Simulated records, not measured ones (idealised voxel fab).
Process module under the name voxel transistor to metal
In the cross-section labelled cut, the width is 170 nm and each square cell is 5 nm.
The cross-sections in this document take the form of a grid made of square cells. They are written out as bands, in order from top to bottom. Each band consists of one or more rows of cells. Look at the band entry: it leads with the top's height and the bottom's height in nm. Then it lists the materials left to right, with a width in nm for each. The word "throughout" on a single material says that material fills the band edge to edge. The word "empty" is empty space. All heights in this document are referenced to 0, defined as the level beneath which the wafer, as received, consists entirely of one material. The lowest band is not bounded below; it extends indefinitely downward and is written in the form "0 and below". When a width is written as two numbers, as in "30..40", the first number is the width in the top row of cells of the band and the second is the width in its bottom row, and the width changes by the same amount from each row to the next. Basically "remained unchanged" means that step didn't change any cell in the cross-section. "Enclosed void list" - sealed voids, min. 8 cells, no opening to top; format: width x height at distance (distance from left edge; nm throughout). On each step's line, the part that comes after the settings is the simulator's own comment on the step. Among the settings permitted on a step's line is "overlay nm"; applied to a step with a mask, it specifies the extent to which the mask lay to the right of its planned position, whereas a negative figure signifies a position to the left.

PLANNED PROCESS STEPS
| 1 | RECEIVE with material Si |
| 2 | OXIDIZE with depth nm 5 |
| 3 | CONFORMAL_DEP with material SiN, thk nm 15 |
| 4 | DIRECTIONAL_DEP with material aC, thk nm 15 |
| 5 | PATTERN with tone cover, mask id ACTIVE, material resist, width nm 115, thk nm 30, overlay nm 0 |
| 6 | DIRECTIONAL_ETCH with etch materials aC, depth nm 15 |
| 7 | STRIP with etch materials resist |
| 8 | DIRECTIONAL_ETCH with etch materials SiN, depth nm 15 |
| 9 | DIRECTIONAL_ETCH with etch materials SiO2, depth nm 5 |
| 10 | DIRECTIONAL_ETCH with etch materials Si, depth nm 30 |
| 11 | STRIP with etch materials aC |
| 12 | OXIDIZE with depth nm 5 |
| 13 | FILL_DEP with material SiO2, thk nm 5 |
| 14 | CMP with height nm 15 |
| 15 | SELECTIVE_ETCH with etch materials SiO2, depth nm 10 |
| 16 | STRIP with etch materials SiN |
| 17 | SELECTIVE_ETCH with etch materials SiO2, depth nm 5 |
| 18 | OXIDIZE with depth nm 5 |
| 19 | DIRECTIONAL_DEP with material polySi, thk nm 30 |
| 20 | DIRECTIONAL_DEP with material SiCN, thk nm 10 |
| 21 | DIRECTIONAL_DEP with material aC, thk nm 10 |
| 22 | PATTERN with tone cover, mask id GATE, material resist, width nm 25, thk nm 30, overlay nm 0 |
| 23 | DIRECTIONAL_ETCH with etch materials aC, depth nm 10 |
| 24 | STRIP with etch materials resist |
| 25 | DIRECTIONAL_ETCH with etch materials SiCN, depth nm 20 |
| 26 | DIRECTIONAL_ETCH with etch materials polySi, depth nm 40 |
| 27 | STRIP with etch materials aC |
| 28 | CONFORMAL_DEP with material SiO2, thk nm 5 |
| 29 | DIRECTIONAL_ETCH with etch materials SiO2, depth nm 5 |
| 30 | CONFORMAL_DEP with material SiN, thk nm 5 |
| 31 | DIRECTIONAL_ETCH with etch materials SiN, depth nm 5 |
| 32 | DIRECTIONAL_ETCH with etch materials SiO2, depth nm 5 |
| 33 | EPI with material nSi, thk nm 5 |
| 34 | FILL_DEP with material SiO2, thk nm 5 |
| 35 | CMP with height nm 35 |
| 36 | DIRECTIONAL_DEP with material SiO2, thk nm 10 |
| 37 | DIRECTIONAL_DEP with material aC, thk nm 10 |
| 38 | PATTERN with tone open, mask id CONTACT, material resist, width nm 30, pitch nm 65, thk nm 30, overlay nm 0 |
| 39 | DIRECTIONAL_ETCH with etch materials aC, depth nm 10 |
| 40 | STRIP with etch materials resist |
| 41 | DIRECTIONAL_ETCH with etch materials SiO2, depth nm 50 |
| 42 | STRIP with etch materials aC |
| 43 | CONFORMAL_DEP with material TiN, thk nm 5 |
| 44 | FILL_DEP with material Ru, thk nm 10 |
| 45 | CMP with height nm 45 |
| 46 | DIRECTIONAL_DEP with material TiN, thk nm 5 |
| 47 | DIRECTIONAL_DEP with material Ru, thk nm 20 |
| 48 | MASKED_ETCH with tone cover, mask id METAL_1, width nm 15, pitch nm 80, etch materials Ru, depth nm 20, overlay nm 0 |
| 49 | MASKED_ETCH with tone cover, mask id METAL_1, width nm 15, pitch nm 80, etch materials TiN, depth nm 5, overlay nm 0 |
| 50 | FILL_DEP with material SiO2, thk nm 10 |
| 51 | CMP with height nm 70 |
| 52 | CONFORMAL_DEP with material SiCN, thk nm 5 |
| 53 | DIRECTIONAL_DEP with material SiO2, thk nm 30 |
| 54 | MASKED_ETCH with tone open, mask id METAL_2, width nm 15, pitch nm 80, etch materials SiO2, depth nm 15, overlay nm 0 |
| 55 | DIRECTIONAL_DEP with material aC, thk nm 10 |
| 56 | PATTERN with tone open, mask id METAL_2_HOLES, material resist, width nm 15, pitch nm 80, thk nm 25, overlay nm 0 |
| 57 | DIRECTIONAL_ETCH with etch materials aC, depth nm 10 |
| 58 | STRIP with etch materials resist |
| 59 | DIRECTIONAL_ETCH with etch materials SiO2, depth nm 15 |
| 60 | DIRECTIONAL_ETCH with etch materials SiCN, depth nm 5 |
| 61 | STRIP with etch materials aC |
| 62 | CONFORMAL_DEP with material TiN, thk nm 5 |
| 63 | FILL_DEP with material Cu, thk nm 10 |
| 64 | CMP with height nm 105 |
| 65 | CONFORMAL_DEP with material SiN, thk nm 5 |

INCOMING WAFER, CROSS-SECTIONAL VIEW, POST STEP 1
0 and below | Si throughout
Enclosed void list: none

AS-PLANNED RUN: CROSS-SECTION OF THE FIRST OF TWO WAFERS AT END OF MODULE
110 down to 105 | SiN throughout
105 down to 75 | 35 of SiO2, 5 of TiN, 5 of Cu, 5 of TiN, 65 of SiO2, 5 of TiN, 5 of Cu, 5 of TiN, 40 of SiO2
75 down to 70 | 35 of SiCN, 15 of TiN, 65 of SiCN, 15 of TiN, 40 of SiCN
70 down to 50 | 35 of SiO2, 15 of Ru, 65 of SiO2, 15 of Ru, 40 of SiO2
50 down to 45 | 35 of SiO2, 15 of TiN, 65 of SiO2, 15 of TiN, 40 of SiO2
45 down to 35 | 35 of SiO2, 5 of TiN, 20..15 of Ru, 5..10 of TiN, 35 of SiO2, 5..10 of TiN, 20..15 of Ru, 5 of TiN, 40 of SiO2
35 down to 25 | 35 of SiO2, 5 of TiN, 15 of Ru, 5 of TiN, 5 of SiN, 5 of SiO2, 25 of SiCN, 5 of SiO2, 5 of SiN, 5 of TiN, 15 of Ru, 5 of TiN, 40 of SiO2
25 down to 0 | 35 of SiO2, 5 of TiN, 15 of Ru, 5 of TiN, 5 of SiN, 5 of SiO2, 25 of polySi, 5 of SiO2, 5 of SiN, 5 of TiN, 15 of Ru, 5 of TiN, 40 of SiO2
0 down to -5 | 25 of SiO2, 5 of SiN, 5 of SiO2, 25 of TiN, 5 of SiN, 5 of SiO2, 25 of polySi, 5 of SiO2, 5 of SiN, 25 of TiN, 5 of SiO2, 5 of SiN, 30 of SiO2
-5 down to -10 | 30 of SiO2, 30 of nSi, 45 of SiO2, 30 of nSi, 35 of SiO2
-10 down to -40 | 30 of SiO2, 105 of Si, 35 of SiO2
-40 and below | Si throughout
Enclosed void list: none

SO THIS IS WAFER NUMBER TWO OF THE TWO, CUT AT THE END OF THE MODULE - IT STARTED WHERE THE FIRST DID AND HAD THE SAME PLAN, WE JUST GOT ONE THING WRONG RUNNING IT
110 down to 105 | SiN throughout
105 down to 75 | 35 of SiO2, 5 of TiN, 5 of Cu, 5 of TiN, 65 of SiO2, 5 of TiN, 5 of Cu, 5 of TiN, 40 of SiO2
75 down to 70 | 35 of SiCN, 15 of TiN, 65 of SiCN, 15 of TiN, 40 of SiCN
70 down to 50 | 35 of SiO2, 15 of Ru, 65 of SiO2, 15 of Ru, 40 of SiO2
50 down to 45 | 35 of SiO2, 15 of TiN, 65 of SiO2, 15 of TiN, 40 of SiO2
45 down to 35 | 40 of SiO2, 5 of TiN, 10 of Ru, 5 of TiN, 45 of SiO2, 5 of TiN, 10 of Ru, 5 of TiN, 45 of SiO2
35 down to 25 | 40 of SiO2, 5 of TiN, 10 of Ru, 5 of TiN, 5 of SiN, 5 of SiO2, 25 of SiCN, 5 of SiO2, 5 of SiN, 5 of TiN, 10 of Ru, 5 of TiN, 45 of SiO2
25 down to 0 | 40 of SiO2, 5 of TiN, 10 of Ru, 5 of TiN, 5 of SiN, 5 of SiO2, 25 of polySi, 5 of SiO2, 5 of SiN, 5 of TiN, 10 of Ru, 5 of TiN, 45 of SiO2
0 down to -5 | 25 of SiO2, 5 of SiN, 10 of SiO2, 20 of TiN, 5 of SiN, 5 of SiO2, 25 of polySi, 5 of SiO2, 5 of SiN, 20 of TiN, 10 of SiO2, 5 of SiN, 30 of SiO2
-5 down to -10 | 30 of SiO2, 30 of nSi, 45 of SiO2, 30 of nSi, 35 of SiO2
-10 down to -40 | 30 of SiO2, 105 of Si, 35 of SiO2
-40 and below | Si throughout
Enclosed void list: none
So what did we get wrong on this run? the process deviated at step 38: the operation and settings actually run there were PATTERN with tone open, mask id CONTACT, material resist, width nm 20, pitch nm 65, thk nm 30, overlay nm 0
The closing comparison, in cells, has the second wafer with more or fewer of some materials than the first: 20 fewer of Ru | 24 more of SiO2 | 4 fewer of TiN
